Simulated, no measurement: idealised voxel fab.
A process module follows: voxel transistor to metal.
The cross-section on display is named cut; it measures 185 nm wide, and its cells are 5 nm squares.
When this document writes out a cross-section, it uses a grid of square cells and lists it as bands, beginning at the top and moving down, with a band standing for one or more rows of cells.
Band entry format. Leading values: height of top, height of bottom, nm. Remainder: materials in left-to-right order, each with its width in nm. Special words: "edge to edge" on a single material, which then fills the band edge to edge; "blank", empty space.
Beneath 0, the wafer as received is one material, and that level is where height counting begins. The lowest band goes on downward without a bottom; it is written like "top 0, no bottom".
Quick explanation for "30->40": the width changes in equal steps down the rows of cells, from the first number in the band's top row to the second number in its bottom row.
You'll sometimes find "nothing altered" written for a step, and that's the way of saying that nowhere in the cross-section did a cell change during that step.
The entry titled "Enclosed cavity list" provides the empty spaces that have no open way to the top, restricted to those of 8 cells or more. Each is presented as width x height at distance, the distance being measured from the left edge, with all three in nm.
The remark found on a step's line after its settings is issued by the simulator itself and pertains to that step.
"overlay nm", when on a step's line for a step with a mask, measures how far to the right of its planned place the mask lay; a negative measure means to the left.
### Set out below are the planned steps of the process
1 RECEIVE | material Si
2 CONFORMAL_DEP | material SiO2 | thk nm 5
3 CONFORMAL_DEP | material SiN | thk nm 10
4 PATTERN | tone cover | mask id ACTIVE | material resist | width nm 85 | thk nm 20 | overlay nm 0
5 DIRECTIONAL_ETCH | etch materials SiN | depth nm 10
6 DIRECTIONAL_ETCH | etch materials SiO2 | depth nm 5
7 DIRECTIONAL_ETCH | etch materials Si | depth nm 20
8 STRIP | etch materials resist
9 OXIDIZE | depth nm 5
10 FILL_DEP | material SiO2 | thk nm 15
11 CMP | height nm 15
12 SELECTIVE_ETCH | etch materials SiO2 | depth nm 5
13 STRIP | etch materials SiN
14 SELECTIVE_ETCH | etch materials SiO2 | depth nm 5
15 OXIDIZE | depth nm 5
16 DIRECTIONAL_DEP | material polySi | thk nm 25
17 DIRECTIONAL_DEP | material SiCN | thk nm 15
18 DIRECTIONAL_DEP | material aC | thk nm 10
19 PATTERN | tone cover | mask id GATE | material resist | width nm 15 | thk nm 25 | overlay nm 0
20 DIRECTIONAL_ETCH | etch materials aC | depth nm 10
21 STRIP | etch materials resist
22 DIRECTIONAL_ETCH | etch materials SiCN | depth nm 25
23 DIRECTIONAL_ETCH | etch materials polySi | depth nm 35
24 STRIP | etch materials aC
25 CONFORMAL_DEP | material SiN | thk nm 10
26 DIRECTIONAL_ETCH | etch materials SiN | depth nm 10
27 DIRECTIONAL_ETCH | etch materials SiO2 | depth nm 5
28 EPI | material SiGe | thk nm 5
29 FILL_DEP | material SiO2 | thk nm 10
30 CMP | height nm 40
31 DIRECTIONAL_DEP | material SiO2 | thk nm 15
32 MASKED_ETCH | tone open | mask id CONTACT | width nm 15 | pitch nm 60 | etch materials SiO2 | depth nm 55 | overlay nm 0
33 CONFORMAL_DEP | material TiN | thk nm 5
34 FILL_DEP | material W | thk nm 5
35 CMP | height nm 55
36 CONFORMAL_DEP | material SiCN | thk nm 5
37 DIRECTIONAL_DEP | material SiO2 | thk nm 20
38 PATTERN | tone open | mask id METAL_1 | material resist | width nm 15 | pitch nm 60 | thk nm 15 | overlay nm 0
39 DIRECTIONAL_ETCH | etch materials SiO2 | depth nm 20
40 DIRECTIONAL_ETCH | etch materials SiCN | depth nm 5
41 STRIP | etch materials resist
42 CONFORMAL_DEP | material TiN | thk nm 5
43 FILL_DEP | material Cu | thk nm 5
44 CMP | height nm 80
45 CONFORMAL_DEP | material SiN | thk nm 5
### Cross-section, incoming material, after step 1
> top 0, no bottom: Si edge to edge
> Enclosed cavity list: none
### This is how the wafer looks in cross-section once the module is done, given the starting state and plan above and one mistake in carrying the plan out
> top 85, bottom 80: SiN edge to edge
> top 80, bottom 75: SiCN (55) | TiN (15) | SiCN (45) | TiN (15) | SiCN (55)
> top 75, bottom 55: SiO2 edge to edge
> top 55, bottom 40: SiO2 (55) | TiN (5) | W (5) | TiN (5) | SiO2 (45) | TiN (5) | W (5) | TiN (5) | SiO2 (55)
> top 40, bottom 25: SiO2 (55) | TiN (5) | W (5) | TiN (5) | SiO2 (5) | SiN (10) | SiCN (15) | SiN (10) | SiO2 (5) | TiN (5) | W (5) | TiN (5) | SiO2 (55)
> top 25, bottom 5: SiO2 (55) | TiN (5) | W (5) | TiN (5) | SiO2 (5) | SiN (10) | polySi (15) | SiN (10) | SiO2 (5) | TiN (5) | W (5) | TiN (5) | SiO2 (55)
> top 5, bottom 0: SiO2 (45) | SiN (10) | TiN (15) | SiO2 (5) | SiN (10) | polySi (15) | SiN (10) | SiO2 (5) | TiN (15) | SiN (10) | SiO2 (45)
> top 0, bottom -5: SiO2 (55) | SiGe (20) | SiO2 (35) | SiGe (20) | SiO2 (55)
> top -5, bottom -25: SiO2 (55) | Si (75) | SiO2 (55)
> top -25, no bottom: Si edge to edge
> Enclosed cavity list: none
Diagnosis: a sequencing error occurred in which plan steps 36 and 37 were transposed
